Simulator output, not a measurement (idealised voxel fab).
process module | voxel fin reveal
Square cells of 5 nm make up the cross-section cut, whose width is 220 nm.
How to read a cross-section here: the picture is a grid of square cells, written as bands going from the top down, and any band can span one or more rows of cells. First you get the band's top height and its bottom height, in nm, and then the materials it's made of, left to right, with each width in nm. If you see a single material with "edge to edge", that one covers the band edge to edge. "empty" is empty space. Where do heights start? At 0: under that level the wafer as delivered is made of one material only. And the lowest band has no floor; it just carries on downward, as in "0 down". Per-row width for "30->40": begins at first number (top row of band), ends at second number (bottom row), increment between rows held constant. Step marked "everything unchanged"? Then no cell in the cross-section changed in it. Empty spaces without an open route to the top, at least 8 cells in extent, make up the entry "Sealed-off cavities"; each is given as width x height at distance, where the distance is measured from the left edge, and all are in nm. On a step's line, text after the settings is the simulator commenting on that step. For masked steps, "overlay nm" on the step line gives how far right of plan the mask actually lay; a minus sign means it lay to the left.
-- Intended process steps
1: RECEIVE (material Si)
2: CONFORMAL_DEP (material SiN; thk nm 10)
3: MASKED_ETCH (tone cover; mask id FINS; width nm 15; pitch nm 40; etch materials SiN; depth nm 10; overlay nm 0)
4: MASKED_ETCH (tone cover; mask id FINS; width nm 15; pitch nm 40; etch materials Si; depth nm 40; overlay nm 0)
5: OXIDIZE (depth nm 5)
6: FILL_DEP (material SiO2; thk nm 5)
7: CMP (height nm 10)
8: SELECTIVE_ETCH (etch materials SiO2; depth nm 40)
9: STRIP (etch materials SiN)
-- Wafer cross-section on receipt, i.e. after step 1
    0 down | Si edge to edge
    Sealed-off cavities: none
-- Cross-sectional image of the first of two wafers at the end of the module, the run having proceeded as planned
    0 to -30 | 45 empty  5 Si  35 empty  5 Si  35 empty  5 Si  35 empty  5 Si  50 empty
    -30 to -45 | 45 SiO2  5 Si  35 SiO2  5 Si  35 SiO2  5 Si  35 SiO2  5 Si  50 SiO2
    -45 down | Si edge to edge
    Sealed-off cavities: none
-- Wafer two (of two), end-of-module cross-section: start = wafer one, plan = wafer one, one run mistake
    0 to -5 | 35 Si  25 empty  15 Si  25 empty  15 Si  25 empty  15 Si  25 empty  40 Si
    -5 down | Si edge to edge
    Sealed-off cavities: none
What was done differently from what was planned? the process deviated at step 3: the operation and settings actually run there were MASKED_ETCH (tone open; mask id FINS; width nm 15; pitch nm 40; etch materials SiN; depth nm 10; overlay nm 0)
Final tally in cells, some materials are higher or lower on the second wafer than on the first: +340 Si; -120 SiO2
